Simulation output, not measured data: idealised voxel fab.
The document below concerns the process module designated voxel capacitor over wiring.
We display cut, a cross-section 255 nm in width whose square cells are each 5 nm.
Cross-sections here: square-cell grids, written as top-down lists of bands, a band being one or more rows of cells.
Per band: top height and bottom height in nm, followed by the left-to-right materials and their widths in nm; "edge to edge" marks a single material spanning edge to edge, "blank" marks empty space.
Zero point of the height axis is 0; under it, received wafer = one material. Lowest band: continues down indefinitely, "top 0, no bottom".
Graded width ("30..40"): value in top row of band = first number; value in bottom row = second number; row-to-row change constant.
Key: "no change occurred" - step with no changed cell in the cross-section.
"Entrapped voids" contains a list of empty spaces, each no smaller than 8 cells and without an open way to the top, written in the form width x height at distance with the distance from the left edge and all three in nm.
Text after the settings on a step's line: the simulator's own remark on that step.
On any step carrying a mask, the "overlay nm" setting, if present on the step's line, tells how far right of its planned place the mask lay; negative values point to the left.
The planned process steps are enumerated hereunder
- 1: RECEIVE | material Si
- 2: CONFORMAL_DEP | material SiO2 | thk nm 15
- 3: DIRECTIONAL_DEP | material TiN | thk nm 5
- 4: DIRECTIONAL_DEP | material Ru | thk nm 15
- 5: PATTERN | tone cover | mask id METAL_1 | material resist | width nm 30 | pitch nm 95 | thk nm 15 | overlay nm 0
- 6: DIRECTIONAL_ETCH | etch materials Ru | depth nm 15
- 7: DIRECTIONAL_ETCH | etch materials TiN | depth nm 5
- 8: STRIP | etch materials resist
- 9: FILL_DEP | material lowk | thk nm 5
- 10: CMP | height nm 35
- 11: CONFORMAL_DEP | material SiCN | thk nm 5
- 12: DIRECTIONAL_DEP | material SiO2 | thk nm 10
- 13: MASKED_ETCH | tone open | mask id PLUG_1 | width nm 15 | etch materials SiO2 | depth nm 10 | overlay nm 0
- 14: MASKED_ETCH | tone open | mask id PLUG_1 | width nm 15 | etch materials SiCN | depth nm 5 | overlay nm 0
- 15: EPI | material Ru | thk nm 10
- 16: EPI | material Ru | thk nm 5
- 17: DIRECTIONAL_DEP | material TiN | thk nm 5
- 18: DIRECTIONAL_DEP | material HfO2 | thk nm 5
- 19: DIRECTIONAL_DEP | material TiN | thk nm 5
- 20: DIRECTIONAL_DEP | material aC | thk nm 10
- 21: PATTERN | tone cover | mask id UPPER_PLATE | material resist | width nm 70 | thk nm 25 | overlay nm 0
- 22: DIRECTIONAL_ETCH | etch materials aC | depth nm 10
- 23: STRIP | etch materials resist
- 24: DIRECTIONAL_ETCH | etch materials TiN | depth nm 5
- 25: DIRECTIONAL_ETCH | etch materials HfO2 | depth nm 5
- 26: STRIP | etch materials aC
- 27: PATTERN | tone cover | mask id LOWER_PLATE | material resist | width nm 80 | thk nm 15 | overlay nm 0
- 28: DIRECTIONAL_ETCH | etch materials TiN | depth nm 5
- 29: STRIP | etch materials resist
- 30: FILL_DEP | material SiO2 | thk nm 15
- 31: CMP | height nm 75
- 32: PATTERN | tone open | mask id PLUG_2 | material resist | width nm 15 | thk nm 15 | overlay nm 0
- 33: DIRECTIONAL_ETCH | etch materials SiO2 | depth nm 10
- 34: STRIP | etch materials resist
- 35: CONFORMAL_DEP | material TiN | thk nm 5
- 36: FILL_DEP | material Cu | thk nm 10
- 37: CMP | height nm 75
- 38: CONFORMAL_DEP | material SiCN | thk nm 5
first wafer, as planned
Wafer at receipt (post step 1), cross-section
- top 0, no bottom = Si edge to edge
- Entrapped voids: none
Cross-section through the wafer, step 2 finished
- top 15, bottom 0 = SiO2 edge to edge
- Unchanged below 0.
Cross-section through the wafer, step 3 finished
- top 20, bottom 15 = TiN edge to edge
- Unchanged below 15.
Cross-section through the wafer, step 4 finished
- top 35, bottom 20 = Ru edge to edge
- Unchanged below 20.
Cross-section through the wafer, step 5 finished
- top 50, bottom 35 = 65 of blank | 30 of resist | 65 of blank | 30 of resist | 65 of blank
- Unchanged below 35.
Cross-section through the wafer, step 6 finished
- top 50, bottom 35 = 65 of blank | 30 of resist | 65 of blank | 30 of resist | 65 of blank
- top 35, bottom 20 = 65 of blank | 30 of Ru | 65 of blank | 30 of Ru | 65 of blank
- Unchanged below 20.
Cross-section through the wafer, step 7 finished
- top 50, bottom 35 = 65 of blank | 30 of resist | 65 of blank | 30 of resist | 65 of blank
- top 35, bottom 20 = 65 of blank | 30 of Ru | 65 of blank | 30 of Ru | 65 of blank
- top 20, bottom 15 = 65 of blank | 30 of TiN | 65 of blank | 30 of TiN | 65 of blank
- Unchanged below 15.
Cross-section through the wafer, step 8 finished
- top 35, bottom 20 = 65 of blank | 30 of Ru | 65 of blank | 30 of Ru | 65 of blank
- Unchanged below 20.
Cross-section through the wafer, step 9 finished
- top 40, bottom 35 = lowk edge to edge
- top 35, bottom 20 = 65 of lowk | 30 of Ru | 65 of lowk | 30 of Ru | 65 of lowk
- top 20, bottom 15 = 65 of lowk | 30 of TiN | 65 of lowk | 30 of TiN | 65 of lowk
- Unchanged below 15.
Cross-section through the wafer, step 10 finished
- top 35, bottom 20 = 65 of lowk | 30 of Ru | 65 of lowk | 30 of Ru | 65 of lowk
- Unchanged below 20.
Cross-section through the wafer, step 11 finished
- top 40, bottom 35 = SiCN edge to edge
- Unchanged below 35.
Cross-section through the wafer, step 12 finished
- top 50, bottom 40 = SiO2 edge to edge
- Unchanged below 40.
Cross-section through the wafer, step 13 finished
- top 50, bottom 40 = 80 of SiO2 | 15 of blank | 160 of SiO2
- Unchanged below 40.
Cross-section through the wafer, step 14 finished
- top 50, bottom 40 = 80 of SiO2 | 15 of blank | 160 of SiO2
- top 40, bottom 35 = 80 of SiCN | 15 of blank | 160 of SiCN
- Unchanged below 35.
Cross-section through the wafer, step 15 finished
- top 50, bottom 45 = 80 of SiO2 | 15 of blank | 160 of SiO2
- top 45, bottom 40 = 80 of SiO2 | 15 of Ru | 160 of SiO2
- top 40, bottom 35 = 80 of SiCN | 15 of Ru | 160 of SiCN
- Unchanged below 35.
Cross-section through the wafer, step 16 finished
- top 50, bottom 40 = 80 of SiO2 | 15 of Ru | 160 of SiO2
- Unchanged below 40.
Cross-section through the wafer, step 17 finished
- top 55, bottom 50 = TiN edge to edge
- Unchanged below 50.
Cross-section through the wafer, step 18 finished
- top 60, bottom 55 = HfO2 edge to edge
- Unchanged below 55.
Cross-section through the wafer, step 19 finished
- top 65, bottom 60 = TiN edge to edge
- Unchanged below 60.
Cross-section through the wafer, step 20 finished
- top 75, bottom 65 = aC edge to edge
- Unchanged below 65.
Cross-section through the wafer, step 21 finished
- top 100, bottom 75 = 80 of blank | 70 of resist | 105 of blank
- Unchanged below 75.
Cross-section through the wafer, step 22 finished
- top 90, bottom 75 = 80 of blank | 70 of resist | 105 of blank
- top 75, bottom 65 = 80 of blank | 70 of aC | 105 of blank
- Unchanged below 65.
Cross-section through the wafer, step 23 finished
- top 75, bottom 65 = 80 of blank | 70 of aC | 105 of blank
- Unchanged below 65.
Cross-section through the wafer, step 24 finished
- top 75, bottom 65 = 80 of blank | 70 of aC | 105 of blank
- top 65, bottom 60 = 80 of blank | 70 of TiN | 105 of blank
- Unchanged below 60.
Cross-section through the wafer, step 25 finished
- top 75, bottom 65 = 80 of blank | 70 of aC | 105 of blank
- top 65, bottom 60 = 80 of blank | 70 of TiN | 105 of blank
- top 60, bottom 55 = 80 of blank | 70 of HfO2 | 105 of blank
- Unchanged below 55.
Cross-section through the wafer, step 26 finished
- top 65, bottom 60 = 80 of blank | 70 of TiN | 105 of blank
- Unchanged below 60.
Cross-section through the wafer, step 27 finished
- top 80, bottom 65 = 75 of blank | 80 of resist | 100 of blank
- top 65, bottom 60 = 75 of blank | 5 of resist | 70 of TiN | 5 of resist | 100 of blank
- top 60, bottom 55 = 75 of blank | 5 of resist | 70 of HfO2 | 5 of resist | 100 of blank
- Unchanged below 55.
Cross-section through the wafer, step 28 finished
- top 80, bottom 65 = 75 of blank | 80 of resist | 100 of blank
- top 65, bottom 60 = 75 of blank | 5 of resist | 70 of TiN | 5 of resist | 100 of blank
- top 60, bottom 55 = 75 of blank | 5 of resist | 70 of HfO2 | 5 of resist | 100 of blank
- top 55, bottom 50 = 75 of blank | 80 of TiN | 100 of blank
- Unchanged below 50.
Cross-section through the wafer, step 29 finished
- top 65, bottom 60 = 80 of blank | 70 of TiN | 105 of blank
- top 60, bottom 55 = 80 of blank | 70 of HfO2 | 105 of blank
- Unchanged below 55.
Cross-section through the wafer, step 30 finished
- top 80, bottom 65 = SiO2 edge to edge
- top 65, bottom 60 = 80 of SiO2 | 70 of TiN | 105 of SiO2
- top 60, bottom 55 = 80 of SiO2 | 70 of HfO2 | 105 of SiO2
- top 55, bottom 50 = 75 of SiO2 | 80 of TiN | 100 of SiO2
- Unchanged below 50.
Cross-section through the wafer, step 31 finished
- top 75, bottom 65 = SiO2 edge to edge
- Unchanged below 65.
Cross-section through the wafer, step 32 finished
- top 90, bottom 75 = 90 of resist | 15 of blank | 150 of resist
- Unchanged below 75.
Cross-section through the wafer, step 33 finished
- top 90, bottom 75 = 90 of resist | 15 of blank | 150 of resist
- top 75, bottom 65 = 90 of SiO2 | 15 of blank | 150 of SiO2
- Unchanged below 65.
Cross-section through the wafer, step 34 finished
- top 75, bottom 65 = 90 of SiO2 | 15 of blank | 150 of SiO2
- Unchanged below 65.
Cross-section through the wafer, step 35 finished
- top 80, bottom 75 = 95 of TiN | 5 of blank | 155 of TiN
- top 75, bottom 70 = 90 of SiO2 | 5 of TiN | 5 of blank | 5 of TiN | 150 of SiO2
- top 70, bottom 60 = 90..80 of SiO2 | 15..70 of TiN | 150..105 of SiO2
- Unchanged below 60.
Cross-section through the wafer, step 36 finished
- top 90, bottom 80 = Cu edge to edge
- top 80, bottom 75 = 95 of TiN | 5 of Cu | 155 of TiN
- top 75, bottom 70 = 90 of SiO2 | 5 of TiN | 5 of Cu | 5 of TiN | 150 of SiO2
- Unchanged below 70.
Cross-section through the wafer, step 37 finished
- top 75, bottom 70 = 90 of SiO2 | 5 of TiN | 5 of Cu | 5 of TiN | 150 of SiO2
- Unchanged below 70.
Cross-section through the wafer, step 38 finished
- top 80, bottom 75 = SiCN edge to edge
- Unchanged below 75.
Wafer two. Identical start, identical plan. One mistake in execution. Identical history through step 20
Cross-section, second wafer, at the end time the plan gives for step 21
- top 100, bottom 75 = 75 of blank | 70 of resist | 110 of blank
- Unchanged below 75.
Cross-section, second wafer, at the end time the plan gives for step 22
- top 90, bottom 75 = 75 of blank | 70 of resist | 110 of blank
- top 75, bottom 65 = 75 of blank | 70 of aC | 110 of blank
- Unchanged below 65.
Cross-section, second wafer, at the end time the plan gives for step 23
- top 75, bottom 65 = 75 of blank | 70 of aC | 110 of blank
- Unchanged below 65.
Cross-section, second wafer, at the end time the plan gives for step 24
- top 75, bottom 65 = 75 of blank | 70 of aC | 110 of blank
- top 65, bottom 60 = 75 of blank | 70 of TiN | 110 of blank
- Unchanged below 60.
Cross-section, second wafer, at the end time the plan gives for step 25
- top 75, bottom 65 = 75 of blank | 70 of aC | 110 of blank
- top 65, bottom 60 = 75 of blank | 70 of TiN | 110 of blank
- top 60, bottom 55 = 75 of blank | 70 of HfO2 | 110 of blank
- Unchanged below 55.
Cross-section, second wafer, at the end time the plan gives for step 26
- top 65, bottom 60 = 75 of blank | 70 of TiN | 110 of blank
- Unchanged below 60.
Cross-section, second wafer, at the end time the plan gives for step 27
- top 80, bottom 65 = 75 of blank | 80 of resist | 100 of blank
- top 65, bottom 60 = 75 of blank | 70 of TiN | 10 of resist | 100 of blank
- top 60, bottom 55 = 75 of blank | 70 of HfO2 | 10 of resist | 100 of blank
- Unchanged below 55.
Cross-section, second wafer, at the end time the plan gives for step 28
- top 80, bottom 65 = 75 of blank | 80 of resist | 100 of blank
- top 65, bottom 60 = 75 of blank | 70 of TiN | 10 of resist | 100 of blank
- top 60, bottom 55 = 75 of blank | 70 of HfO2 | 10 of resist | 100 of blank
- top 55, bottom 50 = 75 of blank | 80 of TiN | 100 of blank
- Unchanged below 50.
Cross-section, second wafer, at the end time the plan gives for step 29
- top 65, bottom 60 = 75 of blank | 70 of TiN | 110 of blank
- top 60, bottom 55 = 75 of blank | 70 of HfO2 | 110 of blank
- Unchanged below 55.
Cross-section, second wafer, at the end time the plan gives for step 30
- top 80, bottom 65 = SiO2 edge to edge
- top 65, bottom 60 = 75 of SiO2 | 70 of TiN | 110 of SiO2
- top 60, bottom 55 = 75 of SiO2 | 70 of HfO2 | 110 of SiO2
- top 55, bottom 50 = 75 of SiO2 | 80 of TiN | 100 of SiO2
- Unchanged below 50.
Cross-section, second wafer, at the end time the plan gives for step 31
- top 75, bottom 65 = SiO2 edge to edge
- Unchanged below 65.
Cross-section, second wafer, at the end time the plan gives for step 32
- top 90, bottom 75 = 90 of resist | 15 of blank | 150 of resist
- Unchanged below 75.
Cross-section, second wafer, at the end time the plan gives for step 33
- top 90, bottom 75 = 90 of resist | 15 of blank | 150 of resist
- top 75, bottom 65 = 90 of SiO2 | 15 of blank | 150 of SiO2
- Unchanged below 65.
Cross-section, second wafer, at the end time the plan gives for step 34
- top 75, bottom 65 = 90 of SiO2 | 15 of blank | 150 of SiO2
- Unchanged below 65.
Cross-section, second wafer, at the end time the plan gives for step 35
- top 80, bottom 75 = 95 of TiN | 5 of blank | 155 of TiN
- top 75, bottom 70 = 90 of SiO2 | 5 of TiN | 5 of blank | 5 of TiN | 150 of SiO2
- top 70, bottom 60 = 90..75 of SiO2 | 15..70 of TiN | 150..110 of SiO2
- Unchanged below 60.
Cross-section, second wafer, at the end time the plan gives for step 36
- top 90, bottom 80 = Cu edge to edge
- top 80, bottom 75 = 95 of TiN | 5 of Cu | 155 of TiN
- top 75, bottom 70 = 90 of SiO2 | 5 of TiN | 5 of Cu | 5 of TiN | 150 of SiO2
- Unchanged below 70.
Cross-section, second wafer, at the end time the plan gives for step 37
- top 75, bottom 70 = 90 of SiO2 | 5 of TiN | 5 of Cu | 5 of TiN | 150 of SiO2
- Unchanged below 70.
Cross-section, second wafer, at the end time the plan gives for step 38
- top 80, bottom 75 = SiCN edge to edge
- Unchanged below 75.
Want to know what went wrong? the process deviated at step 21: the operation and settings actually run there were PATTERN | tone cover | mask id UPPER_PLATE | material resist | width nm 70 | thk nm 25 | overlay nm -5
The concluding comparison shows that, measured in cells, each material is equally abundant on both wafers, albeit at different positions.
